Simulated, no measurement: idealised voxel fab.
process module | voxel ribs on slabs
cross-section cut | 300 nm wide | cells 5 nm
A cross-section is a grid of square cells, given in bands from the top down. A band is one or more rows of cells.
Each band's line starts with the height of the band's top and of its bottom, in nm. Then come its materials from left to right, each with its width in nm. One material with "throughout" fills the band from edge to edge. "air" is empty space.
Height 0 is the level under which the wafer as received is all one material. The lowest band goes on downwards, as in "0 down".
A width such as "30 to 40" changes by the same amount from each row of cells to the next, from the band's top row to its bottom row.
"no change" after a step means that no cell of the cross-section changed.
closed voids: empty space of 8 cells or more with no open way to the top, each as width x height at its distance from the left edge, in nm
after a step's settings: what the simulator itself notes on the step
overlay nm, on a step with a mask: how far to the right of its planned place the mask lay; to the left if negative
plan
1 op RECEIVE | material Si
2 op DIRECTIONAL_DEP | material SiO2 | thk nm 30
3 op DIRECTIONAL_DEP | material SiN | thk nm 25
4 op MASKED_ETCH | tone cover | mask id RIB | width nm 20 | etch materials SiN | depth nm 20 | overlay nm 0
5 op MASKED_ETCH | tone cover | mask id SLAB | width nm 60 | etch materials SiN | depth nm 5 | overlay nm 0
6 op FILL_DEP | material SiO2 | thk nm 25
7 op CMP | height nm 75
8 op DIRECTIONAL_DEP | material W | thk nm 5
9 op MASKED_ETCH | tone cover | mask id HEATER | width nm 30 | etch materials W | depth nm 5 | overlay nm 0
10 op CONFORMAL_DEP | material SiO2 | thk nm 5
as received, after step 1
  0 down: Si throughout
  closed voids: none
first wafer at the end, as planned
  85 to 80: air 130 | SiO2 40 | air 130
  80 to 75: SiO2 135 | W 30 | SiO2 135
  75 to 55: SiO2 throughout
  55 to 35: SiO2 140 | SiN 20 | SiO2 140
  35 to 30: SiO2 120 | SiN 60 | SiO2 120
  30 to 0: SiO2 throughout
  0 down: Si throughout
  closed voids: none
second wafer at the end: like start, like plan, one mistake
  85 to 80: air 130 | SiO2 40 | air 130
  80 to 75: SiO2 135 | W 30 | SiO2 135
  75 to 55: SiO2 throughout
  55 to 35: SiO2 140 | SiN 20 | SiO2 140
  35 to 30: SiO2 125 | SiN 50 | SiO2 125
  30 to 0: SiO2 throughout
  0 down: Si throughout
  closed voids: none
what went wrong: step 5 ran as: op MASKED_ETCH | tone cover | mask id SLAB | width nm 50 | etch materials SiN | depth nm 5 | overlay nm 0
at the end the second wafer has, in cells: 2 fewer of SiN | 2 more of SiO2
